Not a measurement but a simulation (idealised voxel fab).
This is a process module. Its name is voxel gate over fins.
In the cross-section labelled cut, the width is 145 nm and each square cell is 5 nm.
Cross-section, as written here: a square-cell grid given band by band from the top down, where a band holds one or more rows of cells. Band: top height; bottom height; in nm. Then, left to right: material with width in nm, for each material. "all across": a single material spanning edge to edge. "empty": empty space. We count height from 0. Below that, the starting wafer is all one material. The lowest band never ends at the bottom but goes on down; see "top 0, no bottom" for how that is written. So if you see something like "30..40" for the width, read it as the top row of the band sitting at the first number and the bottom row at the second, with every row in between moving by the same amount as the last. Reading "no alterations made" for a step: not a cell of the cross-section changed in it. Entry "Enclosed void listing". Content: empty spaces with no open connection to the top, size 8 cells or greater. Each: width x height at distance. Distance: from left edge. Unit: nm. Text after the settings on a step's line: the simulator's own remark on that step. overlay nm: on a step with a mask, how far right of its planned place the mask lay; negative means left.
[Process steps - plan]
1. RECEIVE | material Si
2. CONFORMAL_DEP | material SiN | thk nm 10
3. MASKED_ETCH | tone cover | mask id FINS | width nm 15 | pitch nm 45 | etch materials SiN | depth nm 10 | overlay nm 0
4. MASKED_ETCH | tone cover | mask id FINS | width nm 15 | pitch nm 45 | etch materials Si | depth nm 35 | overlay nm 0
5. OXIDIZE | depth nm 5
6. FILL_DEP | material SiO2 | thk nm 10
7. CMP | height nm 10
8. SELECTIVE_ETCH | etch materials SiO2 | depth nm 25
9. STRIP | etch materials SiN
10. CONFORMAL_DEP | material HfO2 | thk nm 5
11. CONFORMAL_DEP | material TiN | thk nm 5
12. CONFORMAL_DEP | material TiAl | thk nm 5
13. CONFORMAL_DEP | material TiN | thk nm 5
14. FILL_DEP | material W | thk nm 10
15. CMP | height nm 25
16. CONFORMAL_DEP | material SiCN | thk nm 10
[Here's what the wafer looked like in cross-section when it arrived - that's after step 1]
> top 0, no bottom = Si all across
> Enclosed void listing: none
[The first of two wafers, cross-sectioned at the end of the module, with the run proceeding as planned]
> top 35, bottom 25 = SiCN all across
> top 25, bottom 20 = W all across
> top 20, bottom 15 = 5 nm W / 135 nm TiN / 5 nm W
> top 15, bottom 10 = 5 nm W / 5 nm TiN / 35 nm TiAl / 10 nm TiN / 35 nm TiAl / 10 nm TiN / 35 nm TiAl / 5 nm TiN / 5 nm W
> top 10, bottom 5 = 5 nm W / 5 nm TiN / 5 nm TiAl / 25 nm TiN / 5 nm TiAl / 10 nm TiN / 5 nm TiAl / 25 nm TiN / 5 nm TiAl / 10 nm TiN / 5 nm TiAl / 25 nm TiN / 5 nm TiAl / 5 nm TiN / 5 nm W
> top 5, bottom 0 = 10 nm TiN / 5 nm TiAl / 5 nm TiN / 15 nm HfO2 / 5 nm TiN / 5 nm TiAl / 10 nm TiN / 5 nm TiAl / 5 nm TiN / 15 nm HfO2 / 5 nm TiN / 5 nm TiAl / 10 nm TiN / 5 nm TiAl / 5 nm TiN / 15 nm HfO2 / 5 nm TiN / 5 nm TiAl / 10 nm TiN
> top 0, bottom -5 = 15 nm TiAl / 5 nm TiN / 5 nm HfO2 / 5 nm Si / 5 nm HfO2 / 5 nm TiN / 20 nm TiAl / 5 nm TiN / 5 nm HfO2 / 5 nm Si / 5 nm HfO2 / 5 nm TiN / 20 nm TiAl / 5 nm TiN / 5 nm HfO2 / 5 nm Si / 5 nm HfO2 / 5 nm TiN / 15 nm TiAl
> top -5, bottom -10 = 20 nm TiN / 5 nm HfO2 / 5 nm Si / 5 nm HfO2 / 30 nm TiN / 5 nm HfO2 / 5 nm Si / 5 nm HfO2 / 30 nm TiN / 5 nm HfO2 / 5 nm Si / 5 nm HfO2 / 20 nm TiN
> top -10, bottom -15 = 25 nm HfO2 / 5 nm Si / 40 nm HfO2 / 5 nm Si / 40 nm HfO2 / 5 nm Si / 25 nm HfO2
> top -15, bottom -40 = 25 nm SiO2 / 5 nm Si / 40 nm SiO2 / 5 nm Si / 40 nm SiO2 / 5 nm Si / 25 nm SiO2
> top -40, no bottom = Si all across
> Enclosed void listing: none
[second wafer at the end: like start, like plan, one mistake]
> top 35, bottom 25 = SiCN all across
> top 25, bottom 20 = W all across
> top 20, bottom 15 = 5 nm W / 135 nm TiN / 5 nm W
> top 15, bottom 10 = 10 nm TiN / 35 nm TiAl / 10 nm TiN / 35 nm TiAl / 10 nm TiN / 35 nm TiAl / 10 nm TiN
> top 10, bottom 5 = 5 nm TiN / 10 nm TiAl / 25 nm TiN / 20 nm TiAl / 25 nm TiN / 20 nm TiAl / 25 nm TiN / 10 nm TiAl / 5 nm TiN
> top 5, bottom 0 = 5 nm TiN / 5 nm TiAl / 10 nm TiN / 15 nm HfO2 / 10 nm TiN / 10 nm TiAl / 10 nm TiN / 15 nm HfO2 / 10 nm TiN / 10 nm TiAl / 10 nm TiN / 15 nm HfO2 / 10 nm TiN / 5 nm TiAl / 5 nm TiN
> top 0, bottom -5 = 10 nm TiAl / 5 nm TiN / 10 nm HfO2 / 5 nm Si / 10 nm HfO2 / 5 nm TiN / 10 nm TiAl / 5 nm TiN / 10 nm HfO2 / 5 nm Si / 10 nm HfO2 / 5 nm TiN / 10 nm TiAl / 5 nm TiN / 10 nm HfO2 / 5 nm Si / 10 nm HfO2 / 5 nm TiN / 10 nm TiAl
> top -5, bottom -10 = 15 nm TiN / 5 nm HfO2 / 15 nm Si / 5 nm HfO2 / 20 nm TiN / 5 nm HfO2 / 15 nm Si / 5 nm HfO2 / 20 nm TiN / 5 nm HfO2 / 15 nm Si / 5 nm HfO2 / 15 nm TiN
> top -10, bottom -15 = 20 nm HfO2 / 15 nm Si / 30 nm HfO2 / 15 nm Si / 30 nm HfO2 / 15 nm Si / 20 nm HfO2
> top -15, bottom -40 = 20 nm SiO2 / 15 nm Si / 30 nm SiO2 / 15 nm Si / 30 nm SiO2 / 15 nm Si / 20 nm SiO2
> top -40, no bottom = Si all across
> Enclosed void listing: none
The mistake made against the process plan was this: heads up, step 4 didn't go per plan, it actually ran as MASKED_ETCH | tone cover | mask id FINS | width nm 25 | pitch nm 45 | etch materials Si | depth nm 35 | overlay nm 0
Count the cells at the end and the second wafer has more or fewer of some materials than the first: Si +42; SiO2 -30; TiN -8; W -4
